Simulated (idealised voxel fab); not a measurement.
process module | voxel self aligned contacts
cross-section cut | 230 nm wide | cells 5 nm
A cross-section is a grid of square cells, given in bands from the top down. A band is one or more rows of cells.
Each band's line starts with the height of the band's top and of its bottom, in nm. Then come its materials from left to right, each with its width in nm. One material with "throughout" fills the band from edge to edge. "air" is empty space.
Height 0 is the level under which the wafer as received is all one material. The lowest band goes on downwards, as in "0 down".
A width such as "30 to 40" changes by the same amount from each row of cells to the next, from the band's top row to its bottom row.
"no change" after a step means that no cell of the cross-section changed.
closed voids: empty space of 8 cells or more with no open way to the top, each as width x height at its distance from the left edge, in nm
after a step's settings: what the simulator itself notes on the step
overlay nm, on a step with a mask: how far to the right of its planned place the mask lay; to the left if negative
plan
1 op RECEIVE | material Si
2 op OXIDIZE | depth nm 5
3 op DIRECTIONAL_DEP | material polySi | thk nm 30
4 op DIRECTIONAL_DEP | material SiN | thk nm 20
5 op DIRECTIONAL_DEP | material aC | thk nm 15
6 op PATTERN | tone cover | mask id GATE | material resist | width nm 25 | pitch nm 50 | thk nm 30 | overlay nm 0
7 op DIRECTIONAL_ETCH | etch materials aC | depth nm 15
8 op STRIP | etch materials resist
9 op DIRECTIONAL_ETCH | etch materials SiN | depth nm 20
10 op DIRECTIONAL_ETCH | etch materials polySi | depth nm 30
11 op STRIP | etch materials aC
12 op CONFORMAL_DEP | material SiN | thk nm 5
13 op DIRECTIONAL_ETCH | etch materials SiN | depth nm 5
14 op FILL_DEP | material SiO2 | thk nm 20
15 op CMP | height nm 60
16 op PATTERN | tone open | mask id CONTACT | material resist | width nm 35 | thk nm 15 | overlay nm 0
17 op DIRECTIONAL_ETCH | etch materials SiO2 | depth nm 65
18 op STRIP | etch materials resist
19 op CONFORMAL_DEP | material TiN | thk nm 5
20 op FILL_DEP | material Ru | thk nm 5
21 op CMP | height nm 60
22 op CONFORMAL_DEP | material SiCN | thk nm 5
as received, after step 1
  0 down: Si throughout
  closed voids: none
first wafer at the end, as planned
  65 to 60: SiCN throughout
  60 to 50: SiO2 95 | TiN 5 to 15 | Ru 25 to 5 | TiN 5 to 15 | SiO2 100
  50 to 30: SiO2 70 | SiN 35 | TiN 5 | Ru 5 | TiN 5 | SiN 35 | SiO2 75
  30 to 0: SiO2 70 | SiN 5 | polySi 25 | SiN 5 | TiN 5 | Ru 5 | TiN 5 | SiN 5 | polySi 25 | SiN 5 | SiO2 75
  0 to -5: SiO2 105 | TiN 15 | SiO2 110
  -5 down: Si throughout
  closed voids: none
second wafer at the end: like start, like plan, one mistake
  65 to 60: SiCN throughout
  60 to 50: Ru 90 to 65 | TiN 5 to 30 | SiO2 35 | TiN 5 to 30 | Ru 95 to 70
  50 to 30: Ru 65 | TiN 5 | SiN 35 | SiO2 15 | SiN 35 | TiN 5 | Ru 70
  30 to 0: Ru 65 | TiN 5 | SiN 5 | polySi 25 | SiN 5 | SiO2 15 | SiN 5 | polySi 25 | SiN 5 | TiN 5 | Ru 70
  0 to -5: TiN 70 | SiO2 85 | TiN 75
  -5 down: Si throughout
  closed voids: none
what went wrong: step 16 ran as: op PATTERN | tone cover | mask id CONTACT | material resist | width nm 35 | thk nm 15 | overlay nm 0
at the end the second wafer has, in cells: 318 more of Ru | 350 fewer of SiO2 | 32 more of TiN
